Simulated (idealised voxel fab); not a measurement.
Documented hereafter: the process module known as voxel wiring stack.
This is section cut - it's 200 nm across, gridded in 5 nm square cells.
Notation: cross-section as square-cell grid; stated in bands, top first, going down; one or more cell rows per band.
Band: top height; bottom height; in nm. Then, left to right: material with width in nm, for each material. "all across": a single material spanning edge to edge. "blank": empty space.
It should be noted that heights are counted from 0, beneath which the wafer as supplied is of one material throughout, and that the lowest band possesses no lower boundary but continues downward, as written in "0 -> down".
Width "30..40": first value at the band's top row of cells, second value at its bottom row, equal change from row to row.
"everything unchanged" for a step: no cell of the cross-section changed in that step.
Entry "Trapped void list". Content: empty spaces with no open connection to the top, size 8 cells or greater. Each: width x height at distance. Distance: from left edge. Unit: nm.
Heads up: the bit after the settings on a step's line is the simulator's remark on that step.
overlay nm: for a step with a mask, the amount by which the mask lay right of where it was planned; a negative amount means left of it.

The planned process steps are enumerated hereunder
1) RECEIVE (material Si)
2) CONFORMAL_DEP (material SiO2; thk nm 15)
3) DIRECTIONAL_DEP (material TiN; thk nm 5)
4) DIRECTIONAL_DEP (material Ru; thk nm 15)
5) MASKED_ETCH (tone cover; mask id METAL_1; width nm 25; pitch nm 50; etch materials Ru; depth nm 15; overlay nm 0)
6) MASKED_ETCH (tone cover; mask id METAL_1; width nm 25; pitch nm 50; etch materials TiN; depth nm 5; overlay nm 0)
7) CONFORMAL_DEP (material SiCN; thk nm 5)
8) FILL_DEP (material SiO2; thk nm 5)
9) CMP (height nm 35)
10) CONFORMAL_DEP (material SiCN; thk nm 5)
11) DIRECTIONAL_DEP (material SiO2; thk nm 20)
12) DIRECTIONAL_DEP (material aC; thk nm 10)
13) PATTERN (tone open; mask id PLUG_1; material resist; width nm 15; pitch nm 50; thk nm 25; overlay nm 0)
14) DIRECTIONAL_ETCH (etch materials aC; depth nm 10)
15) STRIP (etch materials resist)
16) DIRECTIONAL_ETCH (etch materials SiO2; depth nm 20)
17) DIRECTIONAL_ETCH (etch materials SiCN; depth nm 5)
18) STRIP (etch materials aC)
19) EPI (material Ru; thk nm 10)
20) EPI (material Ru; thk nm 10)
21) EPI (material Ru; thk nm 5)
22) DIRECTIONAL_DEP (material TiN; thk nm 5)
23) DIRECTIONAL_DEP (material Ru; thk nm 20)
24) MASKED_ETCH (tone cover; mask id METAL_2; width nm 25; pitch nm 50; etch materials Ru; depth nm 20; overlay nm 0)
25) MASKED_ETCH (tone cover; mask id METAL_2; width nm 25; pitch nm 50; etch materials TiN; depth nm 5; overlay nm 0)
26) CONFORMAL_DEP (material SiN; thk nm 5)
27) FILL_DEP (material SiO2; thk nm 10)
28) CMP (height nm 85)
29) CONFORMAL_DEP (material SiCN; thk nm 5)
30) DIRECTIONAL_DEP (material lowk; thk nm 15)
31) PATTERN (tone open; mask id PLUG_2; material resist; width nm 15; thk nm 15; overlay nm 0)
32) DIRECTIONAL_ETCH (etch materials lowk; depth nm 15)
33) DIRECTIONAL_ETCH (etch materials SiCN; depth nm 5)
34) STRIP (etch materials resist)
35) CONFORMAL_DEP (material TiN; thk nm 5)
36) FILL_DEP (material Cu; thk nm 10)
37) CMP (height nm 105)
38) DIRECTIONAL_DEP (material TiN; thk nm 5)
39) DIRECTIONAL_DEP (material Ru; thk nm 15)
40) MASKED_ETCH (tone cover; mask id METAL_3; width nm 25; pitch nm 50; etch materials Ru; depth nm 15; overlay nm 0)
41) MASKED_ETCH (tone cover; mask id METAL_3; width nm 25; pitch nm 50; etch materials TiN; depth nm 5; overlay nm 0)
42) CONFORMAL_DEP (material SiCN; thk nm 5)
43) FILL_DEP (material lowk; thk nm 10)
44) CMP (height nm 125)
45) CONFORMAL_DEP (material SiCN; thk nm 5)

Shown in cross-section is the wafer as received, that is, as it stands after step 1
- 0 -> down = Si all across
- Trapped void list: none

Module complete, cross-section. Starting point and plan per above. One mistake made in running the module
- 130 -> 125 = SiCN all across
- 125 -> 115 = 55 of lowk; 5 of SiCN; 25 of Ru; 5 of SiCN; 15 of lowk; 5 of SiCN; 25 of Ru; 5 of SiCN; 60 of lowk
- 115 -> 110 = 60 of SiCN; 25 of Ru; 25 of SiCN; 25 of Ru; 65 of SiCN
- 110 -> 105 = aC all across
- 105 -> 90 = 60 of lowk; 5 of TiN; 5 of Cu; 5 of TiN; 125 of lowk
- 90 -> 85 = 60 of SiCN; 15 of TiN; 125 of SiCN
- 85 -> 65 = 55 of SiO2; 5 of SiN; 25 of Ru; 5 of SiN; 15 of SiO2; 5 of SiN; 25 of Ru; 5 of SiN; 60 of SiO2
- 65 -> 60 = 60 of SiN; 25 of TiN; 25 of SiN; 25 of TiN; 65 of SiN
- 60 -> 40 = 60 of SiO2; 15 of Ru; 35 of SiO2; 15 of Ru; 75 of SiO2
- 40 -> 35 = 60 of SiCN; 15 of Ru; 35 of SiCN; 15 of Ru; 75 of SiCN
- 35 -> 20 = 55 of SiO2; 5 of SiCN; 25 of Ru; 5 of SiCN; 15 of SiO2; 5 of SiCN; 25 of Ru; 5 of SiCN; 60 of SiO2
- 20 -> 15 = 60 of SiCN; 25 of TiN; 25 of SiCN; 25 of TiN; 65 of SiCN
- 15 -> 0 = SiO2 all across
- 0 -> down = Si all across
- Trapped void list: none
Want to know what went wrong? in deviation from the planned setting, step 38 was conducted as DIRECTIONAL_DEP (material aC; thk nm 5)
